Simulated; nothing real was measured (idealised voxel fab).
A process module follows: voxel capacitor over wiring.
Cross-sectional view cut (width: 255 nm; square cell size: 5 nm).
Just so we're on the same page, the cross-sections are grids of square cells, and they're listed out in bands top to bottom, each band one or more rows deep. Quick guide to a band line: top height, bottom height (nm) up front; then every material left to right with its width in nm. Only one material and it's marked "everywhere"? Then it fills the band edge to edge. And "air" just means empty space. Height is counted from the level 0, under which the received wafer is composed throughout of one material. The lowest of the bands is not closed at the bottom but continues downward, in the notation "0 -> down". Think of "30->40" as a width that walks from the first number to the second as you go down the band, top row to bottom row, taking equal-sized steps from row to row. You'll sometimes find "remained unchanged" written for a step, and that's the way of saying that nowhere in the cross-section did a cell change during that step. In "Enclosed void listing" the enclosed voids are listed, meaning empty spaces of 8 cells or larger without any opening to the top. The form is width x height at distance, distance from the left edge, units nm. It should be noted that, on the line of a given step, the content following the step's settings is a remark produced by the simulator itself with respect to that step. The setting "overlay nm" may be written on the line of a step. When the step uses a mask, the value reports how far to the right of the planned place the mask lay, and a negative value reports that it lay to the left. What follows is a series of pairs. Each pair shows a cross-section before one process step and the cross-section after it, and the after view is drawn only down to the lowest band that changed. Beneath each pair is the step that lies between the two, with its settings. Pairs may come from different runs of this module on the same starting wafer, so a pair continues from the one above it only where its entry headed "Geometry before processing" says so.

# Geometry before processing
    70 -> 60 = W everywhere
    60 -> 55 = 80 of TiN; 5 of W; 170 of TiN
    55 -> 50 = 75 of SiO2; 5 of TiN; 5 of W; 5 of TiN; 165 of SiO2
    50 -> 45 = 75 of SiCN; 15 of TiN; 165 of SiCN
    45 -> 20 = 65 of lowk; 5 of TiN; 15 of Cu; 5 of TiN; 70 of lowk; 5 of TiN; 15 of Cu; 5 of TiN; 70 of lowk
    20 -> 15 = 65 of SiN; 25 of TiN; 70 of SiN; 25 of TiN; 70 of SiN
    15 -> 0 = SiO2 everywhere
    0 -> down = Si everywhere
    Enclosed void listing: none

# Post-Step Section View
    60 -> 55 = 80 of TiN; 5 of W; 170 of TiN
    Whatever lies below 55 is exactly as it was before.
    Enclosed void listing: none
The two cross-sections above bracket this step: CMP, height nm 60

Geometry before processing: same picture as after in the pair right above, so we don't repeat it.

# Post-Step Section View
    70 -> 60 = TiN everywhere
    Whatever lies below 60 is exactly as it was before.
    Enclosed void listing: none
The two cross-sections above bracket this step: DIRECTIONAL_DEP, material TiN, thk nm 10

Geometry before processing: same picture as after in the pair right above, so we don't repeat it.

# Post-Step Section View
    75 -> 70 = SiN everywhere
    Whatever lies below 70 is exactly as it was before.
    Enclosed void listing: none
The two cross-sections above bracket this step: DIRECTIONAL_DEP, material SiN, thk nm 5

Geometry before processing: same picture as after in the pair right above, so we don't repeat it.

# Post-Step Section View
    85 -> 75 = TiN everywhere
    Whatever lies below 75 is exactly as it was before.
    Enclosed void listing: none
The two cross-sections above bracket this step: DIRECTIONAL_DEP, material TiN, thk nm 10

Geometry before processing: same picture as after in the pair right above, so we don't repeat it.

# Post-Step Section View
    95 -> 85 = aC everywhere
    Whatever lies below 85 is exactly as it was before.
    Enclosed void listing: none
The two cross-sections above bracket this step: DIRECTIONAL_DEP, material aC, thk nm 10

Geometry before processing: same picture as after in the pair right above, so we don't repeat it.

# Post-Step Section View
    120 -> 95 = 75 of air; 75 of resist; 105 of air
    Whatever lies below 95 is exactly as it was before.
    Enclosed void listing: none
The two cross-sections above bracket this step: PATTERN, tone cover, mask id UPPER_PLATE, material resist, width nm 75, thk nm 25, overlay nm 0

Geometry before processing: same picture as after in the pair right above, so we don't repeat it.

# Post-Step Section View
    110 -> 95 = 75 of air; 75 of resist; 105 of air
    95 -> 85 = 75 of air; 75 of aC; 105 of air
    Whatever lies below 85 is exactly as it was before.
    Enclosed void listing: none
The two cross-sections above bracket this step: DIRECTIONAL_ETCH, etch materials aC, depth nm 10

Geometry before processing: same picture as after in the pair right above, so we don't repeat it.

# Post-Step Section View
    95 -> 85 = 75 of air; 75 of aC; 105 of air
    Whatever lies below 85 is exactly as it was before.
    Enclosed void listing: none
The two cross-sections above bracket this step: STRIP, etch materials resist

Geometry before processing: same picture as after in the pair right above, so we don't repeat it.

# Post-Step Section View
    95 -> 85 = 75 of air; 75 of aC; 105 of air
    85 -> 75 = 75 of air; 75 of TiN; 105 of air
    Whatever lies below 75 is exactly as it was before.
    Enclosed void listing: none
The two cross-sections above bracket this step: DIRECTIONAL_ETCH, etch materials TiN, depth nm 10

Geometry before processing: same picture as after in the pair right above, so we don't repeat it.

# Post-Step Section View
    95 -> 85 = 75 of air; 75 of aC; 105 of air
    85 -> 75 = 75 of air; 75 of TiN; 105 of air
    75 -> 70 = 75 of air; 75 of SiN; 105 of air
    Whatever lies below 70 is exactly as it was before.
    Enclosed void listing: none
The two cross-sections above bracket this step: DIRECTIONAL_ETCH, etch materials SiN, depth nm 5

Geometry before processing: same picture as after in the pair right above, so we don't repeat it.

# Post-Step Section View
    85 -> 75 = 75 of air; 75 of TiN; 105 of air
    Whatever lies below 75 is exactly as it was before.
    Enclosed void listing: none
The two cross-sections above bracket this step: STRIP, etch materials aC

Geometry before processing: same picture as after in the pair right above, so we don't repeat it.

# Post-Step Section View
    100 -> 85 = 75 of air; 75 of aC; 105 of air
    85 -> 75 = 75 of aC; 75 of TiN; 105 of aC
    75 -> 70 = 75 of aC; 75 of SiN; 105 of aC
    Whatever lies below 70 is exactly as it was before.
    Enclosed void listing: none
The two cross-sections above bracket this step: DIRECTIONAL_DEP, material aC, thk nm 15

Geometry before processing: same picture as after in the pair right above, so we don't repeat it.

# Post-Step Section View
    130 -> 100 = 70 of air; 85 of resist; 100 of air
    100 -> 85 = 70 of air; 5 of resist; 75 of aC; 5 of resist; 100 of air
    Whatever lies below 85 is exactly as it was before.
    Enclosed void listing: none
The two cross-sections above bracket this step: PATTERN, tone cover, mask id LOWER_PLATE, material resist, width nm 85, thk nm 30, overlay nm 0

Geometry before processing: same picture as after in the pair right above, so we don't repeat it.

# Post-Step Section View
    115 -> 100 = 70 of air; 85 of resist; 100 of air
    100 -> 85 = 70 of air; 5 of resist; 75 of aC; 5 of resist; 100 of air
    85 -> 75 = 70 of air; 5 of aC; 75 of TiN; 5 of aC; 100 of air
    75 -> 70 = 70 of air; 5 of aC; 75 of SiN; 5 of aC; 100 of air
    Whatever lies below 70 is exactly as it was before.
    Enclosed void listing: none
The two cross-sections above bracket this step: DIRECTIONAL_ETCH, etch materials aC, depth nm 15

Geometry before processing: same picture as after in the pair right above, so we don't repeat it.

# Post-Step Section View
    100 -> 85 = 75 of air; 75 of aC; 105 of air
    Whatever lies below 85 is exactly as it was before.
    Enclosed void listing: none
The two cross-sections above bracket this step: STRIP, etch materials resist

Geometry before processing: same picture as after in the pair right above, so we don't repeat it.

# Post-Step Section View
    100 -> 85 = 75 of air; 75 of aC; 105 of air
    85 -> 75 = 70 of air; 5 of aC; 75 of TiN; 5 of aC; 100 of air
    75 -> 70 = 70 of air; 5 of aC; 75 of SiN; 5 of aC; 100 of air
    70 -> 60 = 70 of air; 85 of TiN; 100 of air
    Whatever lies below 60 is exactly as it was before.
    Enclosed void listing: none
The two cross-sections above bracket this step: DIRECTIONAL_ETCH, etch materials TiN, depth nm 10

Geometry before processing: same picture as after in the pair right above, so we don't repeat it.

# Post-Step Section View
    85 -> 75 = 75 of air; 75 of TiN; 105 of air
    75 -> 70 = 75 of air; 75 of SiN; 105 of air
    Whatever lies below 70 is exactly as it was before.
    Enclosed void listing: none
The two cross-sections above bracket this step: STRIP, etch materials aC

Geometry before processing: same picture as after in the pair right above, so we don't repeat it.

# Post-Step Section View
    100 -> 85 = SiO2 everywhere
    85 -> 75 = 75 of SiO2; 75 of TiN; 105 of SiO2
    75 -> 70 = 75 of SiO2; 75 of SiN; 105 of SiO2
    70 -> 60 = 70 of SiO2; 85 of TiN; 100 of SiO2
    Whatever lies below 60 is exactly as it was before.
    Enclosed void listing: none
The two cross-sections above bracket this step: FILL_DEP, material SiO2, thk nm 15

Geometry before processing: same picture as after in the pair right above, so we don't repeat it.

# Post-Step Section View
    95 -> 85 = SiO2 everywhere
    Whatever lies below 85 is exactly as it was before.
    Enclosed void listing: none
The two cross-sections above bracket this step: CMP, height nm 95

Geometry before processing: same picture as after in the pair right above, so we don't repeat it.

# Post-Step Section View
    105 -> 95 = aC everywhere
    Whatever lies below 95 is exactly as it was before.
    Enclosed void listing: none
The two cross-sections above bracket this step: DIRECTIONAL_DEP, material aC, thk nm 10

Geometry before processing: same picture as after in the pair right above, so we don't repeat it.

# Post-Step Section View
    130 -> 105 = 85 of resist; 15 of air; 155 of resist
    Whatever lies below 105 is exactly as it was before.
    Enclosed void listing: none
The two cross-sections above bracket this step: PATTERN, tone open, mask id PLUG_2, material resist, width nm 15, thk nm 25, overlay nm 0

Geometry before processing: same picture as after in the pair right above, so we don't repeat it.

# Post-Step Section View
    120 -> 105 = 85 of resist; 15 of air; 155 of resist
    105 -> 95 = 85 of aC; 15 of air; 155 of aC
    Whatever lies below 95 is exactly as it was before.
    Enclosed void listing: none
The two cross-sections above bracket this step: DIRECTIONAL_ETCH, etch materials aC, depth nm 10

Geometry before processing: same picture as after in the pair right above, so we don't repeat it.

# Post-Step Section View
    105 -> 95 = 85 of aC; 15 of air; 155 of aC
    Whatever lies below 95 is exactly as it was before.
    Enclosed void listing: none
The two cross-sections above bracket this step: STRIP, etch materials resist

Geometry before processing: same picture as after in the pair right above, so we don't repeat it.

# Post-Step Section View
    105 -> 95 = 85 of aC; 15 of air; 155 of aC
    95 -> 85 = 85 of SiO2; 15 of air; 155 of SiO2
    Whatever lies below 85 is exactly as it was before.
    Enclosed void listing: none
The two cross-sections above bracket this step: DIRECTIONAL_ETCH, etch materials SiO2, depth nm 10

Geometry before processing: same picture as after in the pair right above, so we don't repeat it.

# Post-Step Section View
    95 -> 85 = 85 of SiO2; 15 of air; 155 of SiO2
    Whatever lies below 85 is exactly as it was before.
    Enclosed void listing: none
The two cross-sections above bracket this step: STRIP, etch materials aC

Geometry before processing: same picture as after in the pair right above, so we don't repeat it.

# Post-Step Section View
    100 -> 95 = 90 of TiN; 5 of air; 160 of TiN
    95 -> 90 = 85 of SiO2; 5 of TiN; 5 of air; 5 of TiN; 155 of SiO2
    90 -> 85 = 85 of SiO2; 15 of TiN; 155 of SiO2
    Whatever lies below 85 is exactly as it was before.
    Enclosed void listing: none
The two cross-sections above bracket this step: CONFORMAL_DEP, material TiN, thk nm 5

Geometry before processing: same picture as after in the pair right above, so we don't repeat it.

# Post-Step Section View
    105 -> 100 = Cu everywhere
    100 -> 95 = 90 of TiN; 5 of Cu; 160 of TiN
    95 -> 90 = 85 of SiO2; 5 of TiN; 5 of Cu; 5 of TiN; 155 of SiO2
    Whatever lies below 90 is exactly as it was before.
    Enclosed void listing: none
The two cross-sections above bracket this step: FILL_DEP, material Cu, thk nm 5

Geometry before processing: same picture as after in the pair right above, so we don't repeat it.

# Post-Step Section View
    95 -> 90 = 85 of SiO2; 5 of TiN; 5 of Cu; 5 of TiN; 155 of SiO2
    Whatever lies below 90 is exactly as it was before.
    Enclosed void listing: none
The two cross-sections above bracket this step: CMP, height nm 95

Geometry before processing: same picture as after in the pair right above, so we don't repeat it.

# Post-Step Section View
    100 -> 95 = SiN everywhere
    Whatever lies below 95 is exactly as it was before.
    Enclosed void listing: none
The two cross-sections above bracket this step: CONFORMAL_DEP, material SiN, thk nm 5

# Geometry before processing
    95 -> 85 = aC everywhere
    85 -> 75 = TiN everywhere
    75 -> 70 = SiN everywhere
    70 -> 60 = TiN everywhere
    60 -> 50 = 75 of SiO2; 5 of TiN; 5 of W; 5 of TiN; 165 of SiO2
    50 -> 45 = 75 of SiCN; 15 of TiN; 165 of SiCN
    45 -> 20 = 65 of lowk; 5 of TiN; 15 of Cu; 5 of TiN; 70 of lowk; 5 of TiN; 15 of Cu; 5 of TiN; 70 of lowk
    20 -> 15 = 65 of SiN; 25 of TiN; 70 of SiN; 25 of TiN; 70 of SiN
    15 -> 0 = SiO2 everywhere
    0 -> down = Si everywhere
    Enclosed void listing: none

# Post-Step Section View
    120 -> 95 = 80 of air; 70 of resist; 105 of air
    Whatever lies below 95 is exactly as it was before.
    Enclosed void listing: none
The two cross-sections above bracket this step: PATTERN, tone cover, mask id UPPER_PLATE, material resist, width nm 70, thk nm 25, overlay nm 0

Geometry before processing: same picture as after in the pair right above, so we don't repeat it.

# Post-Step Section View
    110 -> 95 = 80 of air; 70 of resist; 105 of air
    95 -> 85 = 80 of air; 70 of aC; 105 of air
    Whatever lies below 85 is exactly as it was before.
    Enclosed void listing: none
The two cross-sections above bracket this step: DIRECTIONAL_ETCH, etch materials aC, depth nm 10

Geometry before processing: same picture as after in the pair right above, so we don't repeat it.

# Post-Step Section View
    95 -> 85 = 80 of air; 70 of aC; 105 of air
    Whatever lies below 85 is exactly as it was before.
    Enclosed void listing: none
The two cross-sections above bracket this step: STRIP, etch materials resist

Geometry before processing: same picture as after in the pair right above, so we don't repeat it.

# Post-Step Section View
    95 -> 85 = 80 of air; 70 of aC; 105 of air
    85 -> 75 = 80 of air; 70 of TiN; 105 of air
    Whatever lies below 75 is exactly as it was before.
    Enclosed void listing: none
The two cross-sections above bracket this step: DIRECTIONAL_ETCH, etch materials TiN, depth nm 10

Geometry before processing: same picture as after in the pair right above, so we don't repeat it.

# Post-Step Section View
    95 -> 85 = 80 of air; 70 of aC; 105 of air
    85 -> 75 = 80 of air; 70 of TiN; 105 of air
    75 -> 70 = 80 of air; 70 of SiN; 105 of air
    Whatever lies below 70 is exactly as it was before.
    Enclosed void listing: none
The two cross-sections above bracket this step: DIRECTIONAL_ETCH, etch materials SiN, depth nm 5

Geometry before processing: same picture as after in the pair right above, so we don't repeat it.

# Post-Step Section View
    85 -> 75 = 80 of air; 70 of TiN; 105 of air
    Whatever lies below 75 is exactly as it was before.
    Enclosed void listing: none
The two cross-sections above bracket this step: STRIP, etch materials aC

Geometry before processing: same picture as after in the pair right above, so we don't repeat it.

# Post-Step Section View
    100 -> 85 = 80 of air; 70 of aC; 105 of air
    85 -> 75 = 80 of aC; 70 of TiN; 105 of aC
    75 -> 70 = 80 of aC; 70 of SiN; 105 of aC
    Whatever lies below 70 is exactly as it was before.
    Enclosed void listing: none
The two cross-sections above bracket this step: DIRECTIONAL_DEP, material aC, thk nm 15

Geometry before processing: same picture as after in the pair right above, so we don't repeat it.

# Post-Step Section View
    130 -> 100 = 70 of air; 85 of resist; 100 of air
    100 -> 85 = 70 of air; 10 of resist; 70 of aC; 5 of resist; 100 of air
    Whatever lies below 85 is exactly as it was before.
    Enclosed void listing: none
The two cross-sections above bracket this step: PATTERN, tone cover, mask id LOWER_PLATE, material resist, width nm 85, thk nm 30, overlay nm 0

Geometry before processing: same picture as after in the pair right above, so we don't repeat it.

# Post-Step Section View
    115 -> 100 = 70 of air; 85 of resist; 100 of air
    100 -> 85 = 70 of air; 10 of resist; 70 of aC; 5 of resist; 100 of air
    85 -> 75 = 70 of air; 10 of aC; 70 of TiN; 5 of aC; 100 of air
    75 -> 70 = 70 of air; 10 of aC; 70 of SiN; 5 of aC; 100 of air
    Whatever lies below 70 is exactly as it was before.
    Enclosed void listing: none
The two cross-sections above bracket this step: DIRECTIONAL_ETCH, etch materials aC, depth nm 15

Geometry before processing: same picture as after in the pair right above, so we don't repeat it.

# Post-Step Section View
    100 -> 85 = 80 of air; 70 of aC; 105 of air
    Whatever lies below 85 is exactly as it was before.
    Enclosed void listing: none
The two cross-sections above bracket this step: STRIP, etch materials resist

Geometry before processing: same picture as after in the pair right above, so we don't repeat it.

# Post-Step Section View
    100 -> 85 = 80 of air; 70 of aC; 105 of air
    85 -> 75 = 70 of air; 10 of aC; 70 of TiN; 5 of aC; 100 of air
    75 -> 70 = 70 of air; 10 of aC; 70 of SiN; 5 of aC; 100 of air
    70 -> 60 = 70 of air; 85 of TiN; 100 of air
    Whatever lies below 60 is exactly as it was before.
    Enclosed void listing: none
The two cross-sections above bracket this step: DIRECTIONAL_ETCH, etch materials TiN, depth nm 10

Geometry before processing: same picture as after in the pair right above, so we don't repeat it.

# Post-Step Section View
    85 -> 75 = 80 of air; 70 of TiN; 105 of air
    75 -> 70 = 80 of air; 70 of SiN; 105 of air
    Whatever lies below 70 is exactly as it was before.
    Enclosed void listing: none
The two cross-sections above bracket this step: STRIP, etch materials aC

Geometry before processing: same picture as after in the pair right above, so we don't repeat it.

# Post-Step Section View
    100 -> 85 = SiO2 everywhere
    85 -> 75 = 80 of SiO2; 70 of TiN; 105 of SiO2
    75 -> 70 = 80 of SiO2; 70 of SiN; 105 of SiO2
    70 -> 60 = 70 of SiO2; 85 of TiN; 100 of SiO2
    Whatever lies below 60 is exactly as it was before.
    Enclosed void listing: none
The two cross-sections above bracket this step: FILL_DEP, material SiO2, thk nm 15

Geometry before processing: same picture as after in the pair right above, so we don't repeat it.

# Post-Step Section View
    95 -> 85 = SiO2 everywhere
    Whatever lies below 85 is exactly as it was before.
    Enclosed void listing: none
The two cross-sections above bracket this step: CMP, height nm 95

Geometry before processing: same picture as after in the pair right above, so we don't repeat it.

# Post-Step Section View
    105 -> 95 = aC everywhere
    Whatever lies below 95 is exactly as it was before.
    Enclosed void listing: none
The two cross-sections above bracket this step: DIRECTIONAL_DEP, material aC, thk nm 10

Geometry before processing: same picture as after in the pair right above, so we don't repeat it.

# Post-Step Section View
    130 -> 105 = 85 of resist; 15 of air; 155 of resist
    Whatever lies below 105 is exactly as it was before.
    Enclosed void listing: none
The two cross-sections above bracket this step: PATTERN, tone open, mask id PLUG_2, material resist, width nm 15, thk nm 25, overlay nm 0

Geometry before processing: same picture as after in the pair right above, so we don't repeat it.

# Post-Step Section View
    120 -> 105 = 85 of resist; 15 of air; 155 of resist
    105 -> 95 = 85 of aC; 15 of air; 155 of aC
    Whatever lies below 95 is exactly as it was before.
    Enclosed void listing: none
The two cross-sections above bracket this step: DIRECTIONAL_ETCH, etch materials aC, depth nm 10

Geometry before processing: same picture as after in the pair right above, so we don't repeat it.

# Post-Step Section View
    105 -> 95 = 85 of aC; 15 of air; 155 of aC
    Whatever lies below 95 is exactly as it was before.
    Enclosed void listing: none
The two cross-sections above bracket this step: STRIP, etch materials resist

Geometry before processing: same picture as after in the pair right above, so we don't repeat it.

# Post-Step Section View
    105 -> 95 = 85 of aC; 15 of air; 155 of aC
    95 -> 85 = 85 of SiO2; 15 of air; 155 of SiO2
    Whatever lies below 85 is exactly as it was before.
    Enclosed void listing: none
The two cross-sections above bracket this step: DIRECTIONAL_ETCH, etch materials SiO2, depth nm 10

Geometry before processing: same picture as after in the pair right above, so we don't repeat it.

# Post-Step Section View
    95 -> 85 = 85 of SiO2; 15 of air; 155 of SiO2
    Whatever lies below 85 is exactly as it was before.
    Enclosed void listing: none
The two cross-sections above bracket this step: STRIP, etch materials aC

Geometry before processing: same picture as after in the pair right above, so we don't repeat it.

# Post-Step Section View
    100 -> 95 = 90 of TiN; 5 of air; 160 of TiN
    95 -> 90 = 85 of SiO2; 5 of TiN; 5 of air; 5 of TiN; 155 of SiO2
    90 -> 85 = 85 of SiO2; 15 of TiN; 155 of SiO2
    Whatever lies below 85 is exactly as it was before.
    Enclosed void listing: none
The two cross-sections above bracket this step: CONFORMAL_DEP, material TiN, thk nm 5

Geometry before processing: same picture as after in the pair right above, so we don't repeat it.

# Post-Step Section View
    105 -> 100 = Cu everywhere
    100 -> 95 = 90 of TiN; 5 of Cu; 160 of TiN
    95 -> 90 = 85 of SiO2; 5 of TiN; 5 of Cu; 5 of TiN; 155 of SiO2
    Whatever lies below 90 is exactly as it was before.
    Enclosed void listing: none
The two cross-sections above bracket this step: FILL_DEP, material Cu, thk nm 5

Geometry before processing: same picture as after in the pair right above, so we don't repeat it.

# Post-Step Section View
    95 -> 90 = 85 of SiO2; 5 of TiN; 5 of Cu; 5 of TiN; 155 of SiO2
    Whatever lies below 90 is exactly as it was before.
    Enclosed void listing: none
The two cross-sections above bracket this step: CMP, height nm 95

Geometry before processing: same picture as after in the pair right above, so we don't repeat it.

# Post-Step Section View
    100 -> 95 = SiN everywhere
    Whatever lies below 95 is exactly as it was before.
    Enclosed void listing: none
The two cross-sections above bracket this step: CONFORMAL_DEP, material SiN, thk nm 5

# Geometry before processing
    100 -> 85 = 75 of air; 75 of aC; 105 of air
    85 -> 75 = 75 of aC; 75 of TiN; 105 of aC
    75 -> 70 = 75 of aC; 75 of SiN; 105 of aC
    70 -> 60 = TiN everywhere
    60 -> 50 = 75 of SiO2; 5 of TiN; 5 of W; 5 of TiN; 165 of SiO2
    50 -> 45 = 75 of SiCN; 15 of TiN; 165 of SiCN
    45 -> 20 = 65 of lowk; 5 of TiN; 15 of Cu; 5 of TiN; 70 of lowk; 5 of TiN; 15 of Cu; 5 of TiN; 70 of lowk
    20 -> 15 = 65 of SiN; 25 of TiN; 70 of SiN; 25 of TiN; 70 of SiN
    15 -> 0 = SiO2 everywhere
    0 -> down = Si everywhere
    Enclosed void listing: none

# Post-Step Section View
    130 -> 100 = 80 of air; 85 of resist; 90 of air
    100 -> 85 = 75 of air; 75 of aC; 15 of resist; 90 of air
    Whatever lies below 85 is exactly as it was before.
    Enclosed void listing: none
The two cross-sections above bracket this step: PATTERN, tone cover, mask id LOWER_PLATE, material resist, width nm 85, thk nm 30, overlay nm 10

Geometry before processing: same picture as after in the pair right above, so we don't repeat it.

# Post-Step Section View
    115 -> 100 = 80 of air; 85 of resist; 90 of air
    100 -> 85 = 80 of air; 70 of aC; 15 of resist; 90 of air
    85 -> 75 = 75 of air; 75 of TiN; 15 of aC; 90 of air
    75 -> 70 = 75 of air; 75 of SiN; 15 of aC; 90 of air
    Whatever lies below 70 is exactly as it was before.
    Enclosed void listing: none
The two cross-sections above bracket this step: DIRECTIONAL_ETCH, etch materials aC, depth nm 15

Geometry before processing: same picture as after in the pair right above, so we don't repeat it.

# Post-Step Section View
    100 -> 85 = 80 of air; 70 of aC; 105 of air
    Whatever lies below 85 is exactly as it was before.
    Enclosed void listing: none
The two cross-sections above bracket this step: STRIP, etch materials resist

Geometry before processing: same picture as after in the pair right above, so we don't repeat it.

# Post-Step Section View
    100 -> 85 = 80 of air; 70 of aC; 105 of air
    85 -> 75 = 80 of air; 70 of TiN; 15 of aC; 90 of air
    75 -> 70 = 75 of air; 75 of SiN; 15 of aC; 90 of air
    70 -> 60 = 75 of air; 90 of TiN; 90 of air
    Whatever lies below 60 is exactly as it was before.
    Enclosed void listing: none
The two cross-sections above bracket this step: DIRECTIONAL_ETCH, etch materials TiN, depth nm 10

Geometry before processing: same picture as after in the pair right above, so we don't repeat it.

# Post-Step Section View
    85 -> 75 = 80 of air; 70 of TiN; 105 of air
    75 -> 70 = 75 of air; 75 of SiN; 105 of air
    Whatever lies below 70 is exactly as it was before.
    Enclosed void listing: none
The two cross-sections above bracket this step: STRIP, etch materials aC

Geometry before processing: same picture as after in the pair right above, so we don't repeat it.

# Post-Step Section View
    100 -> 85 = SiO2 everywhere
    85 -> 75 = 80 of SiO2; 70 of TiN; 105 of SiO2
    75 -> 70 = 75 of SiO2; 75 of SiN; 105 of SiO2
    70 -> 60 = 75 of SiO2; 90 of TiN; 90 of SiO2
    Whatever lies below 60 is exactly as it was before.
    Enclosed void listing: none
The two cross-sections above bracket this step: FILL_DEP, material SiO2, thk nm 15

Geometry before processing: same picture as after in the pair right above, so we don't repeat it.

# Post-Step Section View
    95 -> 85 = SiO2 everywhere
    Whatever lies below 85 is exactly as it was before.
    Enclosed void listing: none
The two cross-sections above bracket this step: CMP, height nm 95

Geometry before processing: same picture as after in the pair right above, so we don't repeat it.

# Post-Step Section View
    105 -> 95 = aC everywhere
    Whatever lies below 95 is exactly as it was before.
    Enclosed void listing: none
The two cross-sections above bracket this step: DIRECTIONAL_DEP, material aC, thk nm 10

Geometry before processing: same picture as after in the pair right above, so we don't repeat it.

# Post-Step Section View
    130 -> 105 = 85 of resist; 15 of air; 155 of resist
    Whatever lies below 105 is exactly as it was before.
    Enclosed void listing: none
The two cross-sections above bracket this step: PATTERN, tone open, mask id PLUG_2, material resist, width nm 15, thk nm 25, overlay nm 0

Geometry before processing: same picture as after in the pair right above, so we don't repeat it.

# Post-Step Section View
    120 -> 105 = 85 of resist; 15 of air; 155 of resist
    105 -> 95 = 85 of aC; 15 of air; 155 of aC
    Whatever lies below 95 is exactly as it was before.
    Enclosed void listing: none
The two cross-sections above bracket this step: DIRECTIONAL_ETCH, etch materials aC, depth nm 10

Geometry before processing: same picture as after in the pair right above, so we don't repeat it.

# Post-Step Section View
    105 -> 95 = 85 of aC; 15 of air; 155 of aC
    Whatever lies below 95 is exactly as it was before.
    Enclosed void listing: none
The two cross-sections above bracket this step: STRIP, etch materials resist

Geometry before processing: same picture as after in the pair right above, so we don't repeat it.

# Post-Step Section View
    105 -> 95 = 85 of aC; 15 of air; 155 of aC
    95 -> 85 = 85 of SiO2; 15 of air; 155 of SiO2
    Whatever lies below 85 is exactly as it was before.
    Enclosed void listing: none
The two cross-sections above bracket this step: DIRECTIONAL_ETCH, etch materials SiO2, depth nm 10

Geometry before processing: same picture as after in the pair right above, so we don't repeat it.

# Post-Step Section View
    95 -> 85 = 85 of SiO2; 15 of air; 155 of SiO2
    Whatever lies below 85 is exactly as it was before.
    Enclosed void listing: none
The two cross-sections above bracket this step: STRIP, etch materials aC

Geometry before processing: same picture as after in the pair right above, so we don't repeat it.

# Post-Step Section View
    100 -> 95 = 90 of TiN; 5 of air; 160 of TiN
    95 -> 90 = 85 of SiO2; 5 of TiN; 5 of air; 5 of TiN; 155 of SiO2
    90 -> 85 = 85 of SiO2; 15 of TiN; 155 of SiO2
    Whatever lies below 85 is exactly as it was before.
    Enclosed void listing: none
The two cross-sections above bracket this step: CONFORMAL_DEP, material TiN, thk nm 5

Geometry before processing: same picture as after in the pair right above, so we don't repeat it.

# Post-Step Section View
    105 -> 100 = Cu everywhere
    100 -> 95 = 90 of TiN; 5 of Cu; 160 of TiN
    95 -> 90 = 85 of SiO2; 5 of TiN; 5 of Cu; 5 of TiN; 155 of SiO2
    Whatever lies below 90 is exactly as it was before.
    Enclosed void listing: none
The two cross-sections above bracket this step: FILL_DEP, material Cu, thk nm 5

Geometry before processing: same picture as after in the pair right above, so we don't repeat it.

# Post-Step Section View
    95 -> 90 = 85 of SiO2; 5 of TiN; 5 of Cu; 5 of TiN; 155 of SiO2
    Whatever lies below 90 is exactly as it was before.
    Enclosed void listing: none
The two cross-sections above bracket this step: CMP, height nm 95

Geometry before processing: same picture as after in the pair right above, so we don't repeat it.

# Post-Step Section View
    100 -> 95 = SiN everywhere
    Whatever lies below 95 is exactly as it was before.
    Enclosed void listing: none
The two cross-sections above bracket this step: CONFORMAL_DEP, material SiN, thk nm 5

# Geometry before processing
    20 -> 15 = SiN everywhere
    15 -> 0 = SiO2 everywhere
    0 -> down = Si everywhere
    Enclosed void listing: none

# Post-Step Section View
    45 -> 20 = SiO2 everywhere
    Whatever lies below 20 is exactly as it was before.
    Enclosed void listing: none
The two cross-sections above bracket this step: DIRECTIONAL_DEP, material SiO2, thk nm 25

Geometry before processing: same picture as after in the pair right above, so we don't repeat it.

# Post-Step Section View
    55 -> 45 = aC everywhere
    Whatever lies below 45 is exactly as it was before.
    Enclosed void listing: none
The two cross-sections above bracket this step: DIRECTIONAL_DEP, material aC, thk nm 10

Geometry before processing: same picture as after in the pair right above, so we don't repeat it.

# Post-Step Section View
    80 -> 55 = 65 of resist; 25 of air; 70 of resist; 25 of air; 70 of resist
    Whatever lies below 55 is exactly as it was before.
    Enclosed void listing: none
The two cross-sections above bracket this step: PATTERN, tone open, mask id METAL_1, material resist, width nm 25, pitch nm 95, thk nm 25, overlay nm 0

Geometry before processing: same picture as after in the pair right above, so we don't repeat it.

# Post-Step Section View
    70 -> 55 = 65 of resist; 25 of air; 70 of resist; 25 of air; 70 of resist
    55 -> 45 = 65 of aC; 25 of air; 70 of aC; 25 of air; 70 of aC
    Whatever lies below 45 is exactly as it was before.
    Enclosed void listing: none
The two cross-sections above bracket this step: DIRECTIONAL_ETCH, etch materials aC, depth nm 10

Geometry before processing: same picture as after in the pair right above, so we don't repeat it.

# Post-Step Section View
    55 -> 45 = 65 of aC; 25 of air; 70 of aC; 25 of air; 70 of aC
    Whatever lies below 45 is exactly as it was before.
    Enclosed void listing: none
The two cross-sections above bracket this step: STRIP, etch materials resist

Geometry before processing: same picture as after in the pair right above, so we don't repeat it.

# Post-Step Section View
    45 -> 20 = SiO2 everywhere
    Whatever lies below 20 is exactly as it was before.
    Enclosed void listing: none
The two cross-sections above bracket this step: STRIP, etch materials aC

Geometry before processing: same picture as after in the pair right above, so we don't repeat it.

# Post-Step Section View
    50 -> 45 = TiN everywhere
    Whatever lies below 45 is exactly as it was before.
    Enclosed void listing: none
The two cross-sections above bracket this step: CONFORMAL_DEP, material TiN, thk nm 5

Geometry before processing: same picture as after in the pair right above, so we don't repeat it.

# Post-Step Section View
    60 -> 50 = Cu everywhere
    Whatever lies below 50 is exactly as it was before.
    Enclosed void listing: none
The two cross-sections above bracket this step: FILL_DEP, material Cu, thk nm 10

Geometry before processing: same picture as after in the pair right above, so we don't repeat it.

# Post-Step Section View
    45 -> 20 = SiO2 everywhere
    Whatever lies below 20 is exactly as it was before.
    Enclosed void listing: none
The two cross-sections above bracket this step: CMP, height nm 45

Geometry before processing: same picture as after in the pair right above, so we don't repeat it.

# Post-Step Section View
    50 -> 45 = SiCN everywhere
    Whatever lies below 45 is exactly as it was before.
    Enclosed void listing: none
The two cross-sections above bracket this step: CONFORMAL_DEP, material SiCN, thk nm 5

Geometry before processing: same picture as after in the pair right above, so we don't repeat it.

# Post-Step Section View
    60 -> 50 = SiO2 everywhere
    Whatever lies below 50 is exactly as it was before.
    Enclosed void listing: none
The two cross-sections above bracket this step: DIRECTIONAL_DEP, material SiO2, thk nm 10

Geometry before processing: same picture as after in the pair right above, so we don't repeat it.

# Post-Step Section View
    75 -> 60 = 75 of resist; 15 of air; 165 of resist
    Whatever lies below 60 is exactly as it was before.
    Enclosed void listing: none
The two cross-sections above bracket this step: PATTERN, tone open, mask id PLUG_1, material resist, width nm 15, thk nm 15, overlay nm 0
